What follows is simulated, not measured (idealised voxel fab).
Title: Process Module voxel transistor to metal
The cross-section shown here is cut; it is 205 nm wide and divided into square cells measuring 5 nm on a side.
Just so we're on the same page, the cross-sections are grids of square cells, and they're listed out in bands top to bottom, each band one or more rows deep. Top height, bottom height, nm. Materials left to right, width each, nm. Single material + "full width" = fills band edge to edge. "blank" = empty. Below 0: as-received wafer, all one material; heights counted from there. Lowest band: no bottom, goes on down, written "0 down". It should be noted that a width expressed as "30..40" varies in equal increments from row to row of cells within the band, taking the value of the first number at the top row and that of the second number at the bottom row. When a step is marked "nothing different", none of the cells in the cross-section changed during that step. Reported under the label "Internal closed voids" are the empty spaces having no open way to the top and comprising 8 cells or more; the notation for each is width x height at distance, in which the distance is measured from the left edge and all three values are in nm. On each step's line, the part that comes after the settings is the simulator's own comment on the step. What "overlay nm" on a step's line means: if the step has a mask, that mask lay this far to the right of its planned place, or, when the value is negative, to the left.

[Process steps (planned)]
1 op RECEIVE | material Si
2 op CONFORMAL_DEP | material SiO2 | thk nm 5
3 op CONFORMAL_DEP | material SiN | thk nm 10
4 op DIRECTIONAL_DEP | material aC | thk nm 15
5 op PATTERN | tone cover | mask id ACTIVE | material resist | width nm 110 | thk nm 35 | overlay nm 0
6 op DIRECTIONAL_ETCH | etch materials aC | depth nm 15
7 op STRIP | etch materials resist
8 op DIRECTIONAL_ETCH | etch materials SiN | depth nm 10
9 op DIRECTIONAL_ETCH | etch materials SiO2 | depth nm 5
10 op DIRECTIONAL_ETCH | etch materials Si | depth nm 35
11 op STRIP | etch materials aC
12 op OXIDIZE | depth nm 5
13 op FILL_DEP | material SiO2 | thk nm 10
14 op CMP | height nm 15
15 op SELECTIVE_ETCH | etch materials SiO2 | depth nm 10
16 op STRIP | etch materials SiN
17 op SELECTIVE_ETCH | etch materials SiO2 | depth nm 5
18 op OXIDIZE | depth nm 5
19 op DIRECTIONAL_DEP | material polySi | thk nm 25
20 op DIRECTIONAL_DEP | material SiCN | thk nm 10
21 op DIRECTIONAL_DEP | material aC | thk nm 10
22 op PATTERN | tone cover | mask id GATE | material resist | width nm 20 | thk nm 25 | overlay nm 0
23 op DIRECTIONAL_ETCH | etch materials aC | depth nm 10
24 op STRIP | etch materials resist
25 op DIRECTIONAL_ETCH | etch materials SiCN | depth nm 20
26 op DIRECTIONAL_ETCH | etch materials polySi | depth nm 35
27 op STRIP | etch materials aC
28 op CONFORMAL_DEP | material SiO2 | thk nm 5
29 op DIRECTIONAL_ETCH | etch materials SiO2 | depth nm 5
30 op CONFORMAL_DEP | material SiN | thk nm 10
31 op DIRECTIONAL_ETCH | etch materials SiN | depth nm 10
32 op DIRECTIONAL_ETCH | etch materials SiO2 | depth nm 5
33 op EPI | material pSi | thk nm 5
34 op FILL_DEP | material SiO2 | thk nm 10
35 op CMP | height nm 35
36 op DIRECTIONAL_DEP | material SiO2 | thk nm 15
37 op MASKED_ETCH | tone open | mask id CONTACT | width nm 30 | pitch nm 60 | etch materials SiO2 | depth nm 50 | overlay nm 0
38 op CONFORMAL_DEP | material TiN | thk nm 5
39 op FILL_DEP | material Ru | thk nm 5
40 op CMP | height nm 50
41 op CONFORMAL_DEP | material SiCN | thk nm 5
42 op DIRECTIONAL_DEP | material SiO2 | thk nm 15
43 op MASKED_ETCH | tone open | mask id METAL_1 | width nm 15 | pitch nm 75 | etch materials SiO2 | depth nm 15 | overlay nm 0
44 op MASKED_ETCH | tone open | mask id METAL_1 | width nm 15 | pitch nm 75 | etch materials SiCN | depth nm 5 | overlay nm 0
45 op CONFORMAL_DEP | material TiN | thk nm 5
46 op FILL_DEP | material Ru | thk nm 10
47 op CMP | height nm 70
48 op CONFORMAL_DEP | material SiCN | thk nm 5
49 op DIRECTIONAL_DEP | material SiO2 | thk nm 30
50 op PATTERN | tone open | mask id METAL_2 | material resist | width nm 15 | pitch nm 75 | thk nm 15 | overlay nm 0
51 op DIRECTIONAL_ETCH | etch materials SiO2 | depth nm 20
52 op STRIP | etch materials resist
53 op MASKED_ETCH | tone open | mask id METAL_2_HOLES | width nm 15 | pitch nm 75 | etch materials SiO2 | depth nm 10 | overlay nm 0
54 op MASKED_ETCH | tone open | mask id METAL_2_HOLES | width nm 15 | pitch nm 75 | etch materials SiCN | depth nm 5 | overlay nm 0
55 op CONFORMAL_DEP | material TiN | thk nm 5
56 op FILL_DEP | material Ru | thk nm 10
57 op CMP | height nm 105
58 op CONFORMAL_DEP | material SiCN | thk nm 5

[First wafer of two (run as planned)]

[Cross-section of the incoming wafer, state after step 1]
	0 down: Si full width
	Internal closed voids: none

[Cross-sectional representation of the wafer at the conclusion of step 2]
	5 to 0: SiO2 full width
	Heights below 0 show no change.

[Cross-sectional representation of the wafer at the conclusion of step 3]
	15 to 5: SiN full width
	Heights below 5 show no change.

[Cross-sectional representation of the wafer at the conclusion of step 4]
	30 to 15: aC full width
	Heights below 15 show no change.

[Cross-sectional representation of the wafer at the conclusion of step 5]
	65 to 30: blank=45 | resist=110 | blank=50
	Heights below 30 show no change.

[Cross-sectional representation of the wafer at the conclusion of step 6]
	50 to 30: blank=45 | resist=110 | blank=50
	30 to 15: blank=45 | aC=110 | blank=50
	Heights below 15 show no change.

[Cross-sectional representation of the wafer at the conclusion of step 7]
	30 to 15: blank=45 | aC=110 | blank=50
	Heights below 15 show no change.

[Cross-sectional representation of the wafer at the conclusion of step 8]
	30 to 15: blank=45 | aC=110 | blank=50
	15 to 5: blank=45 | SiN=110 | blank=50
	Heights below 5 show no change.

[Cross-sectional representation of the wafer at the conclusion of step 9]
	30 to 15: blank=45 | aC=110 | blank=50
	15 to 5: blank=45 | SiN=110 | blank=50
	5 to 0: blank=45 | SiO2=110 | blank=50
	Heights below 0 show no change.

[Cross-sectional representation of the wafer at the conclusion of step 10]
	30 to 15: blank=45 | aC=110 | blank=50
	15 to 5: blank=45 | SiN=110 | blank=50
	5 to 0: blank=45 | SiO2=110 | blank=50
	0 to -35: blank=45 | Si=110 | blank=50
	Heights below -35 show no change.

[Cross-sectional representation of the wafer at the conclusion of step 11]
	15 to 5: blank=45 | SiN=110 | blank=50
	Heights below 5 show no change.

[Cross-sectional representation of the wafer at the conclusion of step 12]
	15 to 5: blank=45 | SiN=110 | blank=50
	5 to 0: blank=45 | SiO2=110 | blank=50
	0 to -35: blank=45 | SiO2=5 | Si=100 | SiO2=5 | blank=50
	-35 to -40: SiO2=50 | Si=100 | SiO2=55
	Heights below -40 show no change.

[Cross-sectional representation of the wafer at the conclusion of step 13]
	25 to 15: SiO2 full width
	15 to 5: SiO2=45 | SiN=110 | SiO2=50
	5 to 0: SiO2 full width
	0 to -40: SiO2=50 | Si=100 | SiO2=55
	Heights below -40 show no change.

[Cross-sectional representation of the wafer at the conclusion of step 14]
	15 to 5: SiO2=45 | SiN=110 | SiO2=50
	Heights below 5 show no change.

[Cross-sectional representation of the wafer at the conclusion of step 15]
	15 to 5: blank=45 | SiN=110 | blank=50
	Heights below 5 show no change.

[Cross-sectional representation of the wafer at the conclusion of step 16]
	5 to 0: SiO2 full width
	Heights below 0 show no change.

[Cross-sectional representation of the wafer at the conclusion of step 17]
	0 to -40: SiO2=50 | Si=100 | SiO2=55
	Heights below -40 show no change.

[Cross-sectional representation of the wafer at the conclusion of step 18]
	0 to -5: SiO2 full width
	Heights below -5 show no change.

[Cross-sectional representation of the wafer at the conclusion of step 19]
	25 to 0: polySi full width
	Heights below 0 show no change.

[Cross-sectional representation of the wafer at the conclusion of step 20]
	35 to 25: SiCN full width
	Heights below 25 show no change.

[Cross-sectional representation of the wafer at the conclusion of step 21]
	45 to 35: aC full width
	Heights below 35 show no change.

[Cross-sectional representation of the wafer at the conclusion of step 22]
	70 to 45: blank=90 | resist=20 | blank=95
	Heights below 45 show no change.

[Cross-sectional representation of the wafer at the conclusion of step 23]
	60 to 45: blank=90 | resist=20 | blank=95
	45 to 35: blank=90 | aC=20 | blank=95
	Heights below 35 show no change.

[Cross-sectional representation of the wafer at the conclusion of step 24]
	45 to 35: blank=90 | aC=20 | blank=95
	Heights below 35 show no change.

[Cross-sectional representation of the wafer at the conclusion of step 25]
	45 to 35: blank=90 | aC=20 | blank=95
	35 to 25: blank=90 | SiCN=20 | blank=95
	Heights below 25 show no change.

[Cross-sectional representation of the wafer at the conclusion of step 26]
	45 to 35: blank=90 | aC=20 | blank=95
	35 to 25: blank=90 | SiCN=20 | blank=95
	25 to 0: blank=90 | polySi=20 | blank=95
	Heights below 0 show no change.

[Cross-sectional representation of the wafer at the conclusion of step 27]
	35 to 25: blank=90 | SiCN=20 | blank=95
	Heights below 25 show no change.

[Cross-sectional representation of the wafer at the conclusion of step 28]
	40 to 35: blank=85 | SiO2=30 | blank=90
	35 to 25: blank=85 | SiO2=5 | SiCN=20 | SiO2=5 | blank=90
	25 to 5: blank=85 | SiO2=5 | polySi=20 | SiO2=5 | blank=90
	5 to 0: SiO2=90 | polySi=20 | SiO2=95
	Heights below 0 show no change.

[Cross-sectional representation of the wafer at the conclusion of step 29]
	35 to 25: blank=85 | SiO2=5 | SiCN=20 | SiO2=5 | blank=90
	25 to 0: blank=85 | SiO2=5 | polySi=20 | SiO2=5 | blank=90
	Heights below 0 show no change.

[Cross-sectional representation of the wafer at the conclusion of step 30]
	45 to 35: blank=75 | SiN=50 | blank=80
	35 to 25: blank=75 | SiN=10 | SiO2=5 | SiCN=20 | SiO2=5 | SiN=10 | blank=80
	25 to 10: blank=75 | SiN=10 | SiO2=5 | polySi=20 | SiO2=5 | SiN=10 | blank=80
	10 to 0: SiN=85 | SiO2=5 | polySi=20 | SiO2=5 | SiN=90
	Heights below 0 show no change.

[Cross-sectional representation of the wafer at the conclusion of step 31]
	35 to 25: blank=75 | SiN=10 | SiO2=5 | SiCN=20 | SiO2=5 | SiN=10 | blank=80
	25 to 0: blank=75 | SiN=10 | SiO2=5 | polySi=20 | SiO2=5 | SiN=10 | blank=80
	Heights below 0 show no change.

[Cross-sectional representation of the wafer at the conclusion of step 32]
	35 to 30: blank=75 | SiN=10 | blank=5 | SiCN=20 | blank=5 | SiN=10 | blank=80
	30 to 25: blank=75 | SiN=10 | SiO2=5 | SiCN=20 | SiO2=5 | SiN=10 | blank=80
	25 to 0: blank=75 | SiN=10 | SiO2=5 | polySi=20 | SiO2=5 | SiN=10 | blank=80
	0 to -5: blank=75 | SiO2=50 | blank=80
	Heights below -5 show no change.

[Cross-sectional representation of the wafer at the conclusion of step 33]
	35 to 30: blank=75 | SiN=10 | blank=5 | SiCN=20 | blank=5 | SiN=10 | blank=80
	30 to 25: blank=75 | SiN=10 | SiO2=5 | SiCN=20 | SiO2=5 | SiN=10 | blank=80
	25 to 0: blank=75 | SiN=10 | SiO2=5 | polySi=20 | SiO2=5 | SiN=10 | blank=80
	0 to -5: blank=45 | pSi=30 | SiO2=50 | pSi=30 | blank=50
	Heights below -5 show no change.

[Cross-sectional representation of the wafer at the conclusion of step 34]
	45 to 35: SiO2 full width
	35 to 25: SiO2=75 | SiN=10 | SiO2=5 | SiCN=20 | SiO2=5 | SiN=10 | SiO2=80
	25 to 0: SiO2=75 | SiN=10 | SiO2=5 | polySi=20 | SiO2=5 | SiN=10 | SiO2=80
	0 to -5: SiO2=45 | pSi=30 | SiO2=50 | pSi=30 | SiO2=50
	Heights below -5 show no change.

[Cross-sectional representation of the wafer at the conclusion of step 35]
	35 to 25: SiO2=75 | SiN=10 | SiO2=5 | SiCN=20 | SiO2=5 | SiN=10 | SiO2=80
	Heights below 25 show no change.

[Cross-sectional representation of the wafer at the conclusion of step 36]
	50 to 35: SiO2 full width
	Heights below 35 show no change.

[Cross-sectional representation of the wafer at the conclusion of step 37]
	50 to 35: SiO2=55 | blank=30 | SiO2=30 | blank=30 | SiO2=60
	35 to 25: SiO2=55 | blank=20 | SiN=10 | SiO2=5 | SiCN=20 | SiO2=5 | SiN=10 | blank=20 | SiO2=60
	25 to 0: SiO2=55 | blank=20 | SiN=10 | SiO2=5 | polySi=20 | SiO2=5 | SiN=10 | blank=20 | SiO2=60
	Heights below 0 show no change.

[Cross-sectional representation of the wafer at the conclusion of step 38]
	55 to 50: TiN=60 | blank=20 | TiN=40 | blank=20 | TiN=65
	50 to 40: SiO2=55 | TiN=5 | blank=20 | TiN=5 | SiO2=30 | TiN=5 | blank=20 | TiN=5 | SiO2=60
	40 to 35: SiO2=55 | TiN=5 | blank=10 | TiN=15 | SiO2=30 | TiN=15 | blank=10 | TiN=5 | SiO2=60
	35 to 25: SiO2=55 | TiN=5 | blank=10 | TiN=5 | SiN=10 | SiO2=5 | SiCN=20 | SiO2=5 | SiN=10 | TiN=5 | blank=10 | TiN=5 | SiO2=60
	25 to 5: SiO2=55 | TiN=5 | blank=10 | TiN=5 | SiN=10 | SiO2=5 | polySi=20 | SiO2=5 | SiN=10 | TiN=5 | blank=10 | TiN=5 | SiO2=60
	5 to 0: SiO2=55 | TiN=20 | SiN=10 | SiO2=5 | polySi=20 | SiO2=5 | SiN=10 | TiN=20 | SiO2=60
	Heights below 0 show no change.

[Cross-sectional representation of the wafer at the conclusion of step 39]
	60 to 55: Ru full width
	55 to 50: TiN=60 | Ru=20 | TiN=40 | Ru=20 | TiN=65
	50 to 40: SiO2=55 | TiN=5 | Ru=20 | TiN=5 | SiO2=30 | TiN=5 | Ru=20 | TiN=5 | SiO2=60
	40 to 35: SiO2=55 | TiN=5 | Ru=10 | TiN=15 | SiO2=30 | TiN=15 | Ru=10 | TiN=5 | SiO2=60
	35 to 25: SiO2=55 | TiN=5 | Ru=10 | TiN=5 | SiN=10 | SiO2=5 | SiCN=20 | SiO2=5 | SiN=10 | TiN=5 | Ru=10 | TiN=5 | SiO2=60
	25 to 5: SiO2=55 | TiN=5 | Ru=10 | TiN=5 | SiN=10 | SiO2=5 | polySi=20 | SiO2=5 | SiN=10 | TiN=5 | Ru=10 | TiN=5 | SiO2=60
	Heights below 5 show no change.

[Cross-sectional representation of the wafer at the conclusion of step 40]
	50 to 40: SiO2=55 | TiN=5 | Ru=20 | TiN=5 | SiO2=30 | TiN=5 | Ru=20 | TiN=5 | SiO2=60
	Heights below 40 show no change.

[Cross-sectional representation of the wafer at the conclusion of step 41]
	55 to 50: SiCN full width
	Heights below 50 show no change.

[Cross-sectional representation of the wafer at the conclusion of step 42]
	70 to 55: SiO2 full width
	Heights below 55 show no change.

[Cross-sectional representation of the wafer at the conclusion of step 43]
	70 to 55: SiO2=55 | blank=15 | SiO2=60 | blank=15 | SiO2=60
	Heights below 55 show no change.

[Cross-sectional representation of the wafer at the conclusion of step 44]
	70 to 55: SiO2=55 | blank=15 | SiO2=60 | blank=15 | SiO2=60
	55 to 50: SiCN=55 | blank=15 | SiCN=60 | blank=15 | SiCN=60
	Heights below 50 show no change.

[Cross-sectional representation of the wafer at the conclusion of step 45]
	75 to 70: TiN=60 | blank=5 | TiN=70 | blank=5 | TiN=65
	70 to 55: SiO2=55 | TiN=5 | blank=5 | TiN=5 | SiO2=60 | TiN=5 | blank=5 | TiN=5 | SiO2=60
	55 to 50: SiCN=55 | TiN=15 | SiCN=60 | TiN=15 | SiCN=60
	Heights below 50 show no change.

[Cross-sectional representation of the wafer at the conclusion of step 46]
	85 to 75: Ru full width
	75 to 70: TiN=60 | Ru=5 | TiN=70 | Ru=5 | TiN=65
	70 to 55: SiO2=55 | TiN=5 | Ru=5 | TiN=5 | SiO2=60 | TiN=5 | Ru=5 | TiN=5 | SiO2=60
	Heights below 55 show no change.

[Cross-sectional representation of the wafer at the conclusion of step 47]
	70 to 55: SiO2=55 | TiN=5 | Ru=5 | TiN=5 | SiO2=60 | TiN=5 | Ru=5 | TiN=5 | SiO2=60
	Heights below 55 show no change.

[Cross-sectional representation of the wafer at the conclusion of step 48]
	75 to 70: SiCN full width
	Heights below 70 show no change.

[Cross-sectional representation of the wafer at the conclusion of step 49]
	105 to 75: SiO2 full width
	Heights below 75 show no change.

[Cross-sectional representation of the wafer at the conclusion of step 50]
	120 to 105: resist=55 | blank=15 | resist=60 | blank=15 | resist=60
	Heights below 105 show no change.

[Cross-sectional representation of the wafer at the conclusion of step 51]
	120 to 105: resist=55 | blank=15 | resist=60 | blank=15 | resist=60
	105 to 85: SiO2=55 | blank=15 | SiO2=60 | blank=15 | SiO2=60
	Heights below 85 show no change.

[Cross-sectional representation of the wafer at the conclusion of step 52]
	105 to 85: SiO2=55 | blank=15 | SiO2=60 | blank=15 | SiO2=60
	Heights below 85 show no change.

[Cross-sectional representation of the wafer at the conclusion of step 53]
	105 to 75: SiO2=55 | blank=15 | SiO2=60 | blank=15 | SiO2=60
	Heights below 75 show no change.

[Cross-sectional representation of the wafer at the conclusion of step 54]
	105 to 75: SiO2=55 | blank=15 | SiO2=60 | blank=15 | SiO2=60
	75 to 70: SiCN=55 | blank=15 | SiCN=60 | blank=15 | SiCN=60
	Heights below 70 show no change.

[Cross-sectional representation of the wafer at the conclusion of step 55]
	110 to 105: TiN=60 | blank=5 | TiN=70 | blank=5 | TiN=65
	105 to 75: SiO2=55 | TiN=5 | blank=5 | TiN=5 | SiO2=60 | TiN=5 | blank=5 | TiN=5 | SiO2=60
	75 to 70: SiCN=55 | TiN=15 | SiCN=60 | TiN=15 | SiCN=60
	Heights below 70 show no change.

[Cross-sectional representation of the wafer at the conclusion of step 56]
	120 to 110: Ru full width
	110 to 105: TiN=60 | Ru=5 | TiN=70 | Ru=5 | TiN=65
	105 to 75: SiO2=55 | TiN=5 | Ru=5 | TiN=5 | SiO2=60 | TiN=5 | Ru=5 | TiN=5 | SiO2=60
	Heights below 75 show no change.

[Cross-sectional representation of the wafer at the conclusion of step 57]
	105 to 75: SiO2=55 | TiN=5 | Ru=5 | TiN=5 | SiO2=60 | TiN=5 | Ru=5 | TiN=5 | SiO2=60
	Heights below 75 show no change.

[Cross-sectional representation of the wafer at the conclusion of step 58]
	110 to 105: SiCN full width
	Heights below 105 show no change.

[Wafer two of the pair: same origin, same plan, one error during the run; identical to wafer one up to and including step 48]

[Cross-sectional representation of the second wafer at the time designated in the plan for the completion of step 49]
	135 to 75: SiO2 full width
	Heights below 75 show no change.

[Cross-sectional representation of the second wafer at the time designated in the plan for the completion of step 50]
	150 to 135: resist=55 | blank=15 | resist=60 | blank=15 | resist=60
	Heights below 135 show no change.

[Cross-sectional representation of the second wafer at the time designated in the plan for the completion of step 51]
	150 to 135: resist=55 | blank=15 | resist=60 | blank=15 | resist=60
	135 to 115: SiO2=55 | blank=15 | SiO2=60 | blank=15 | SiO2=60
	Heights below 115 show no change.

[Cross-sectional representation of the second wafer at the time designated in the plan for the completion of step 52]
	135 to 115: SiO2=55 | blank=15 | SiO2=60 | blank=15 | SiO2=60
	Heights below 115 show no change.

[Cross-sectional representation of the second wafer at the time designated in the plan for the completion of step 53]
	135 to 105: SiO2=55 | blank=15 | SiO2=60 | blank=15 | SiO2=60
	Heights below 105 show no change.

Cross-sectional representation of the second wafer at the time designated in the plan for the completion of step 54: nothing different

[Cross-sectional representation of the second wafer at the time designated in the plan for the completion of step 55]
	140 to 135: TiN=60 | blank=5 | TiN=70 | blank=5 | TiN=65
	135 to 110: SiO2=55 | TiN=5 | blank=5 | TiN=5 | SiO2=60 | TiN=5 | blank=5 | TiN=5 | SiO2=60
	110 to 105: SiO2=55 | TiN=15 | SiO2=60 | TiN=15 | SiO2=60
	Heights below 105 show no change.

[Cross-sectional representation of the second wafer at the time designated in the plan for the completion of step 56]
	150 to 140: Ru full width
	140 to 135: TiN=60 | Ru=5 | TiN=70 | Ru=5 | TiN=65
	135 to 110: SiO2=55 | TiN=5 | Ru=5 | TiN=5 | SiO2=60 | TiN=5 | Ru=5 | TiN=5 | SiO2=60
	Heights below 110 show no change.

[Cross-sectional representation of the second wafer at the time designated in the plan for the completion of step 57]
	105 to 75: SiO2 full width
	Heights below 75 show no change.

[Cross-sectional representation of the second wafer at the time designated in the plan for the completion of step 58]
	110 to 105: SiCN full width
	Heights below 105 show no change.
Short version of what went wrong: twice, step 49 of the plan was run
Wafer comparison, final, in cells, second relative to first, materials more or fewer: Ru: 12 fewer, SiCN: 6 more, SiO2: 36 more, TiN: 30 fewer
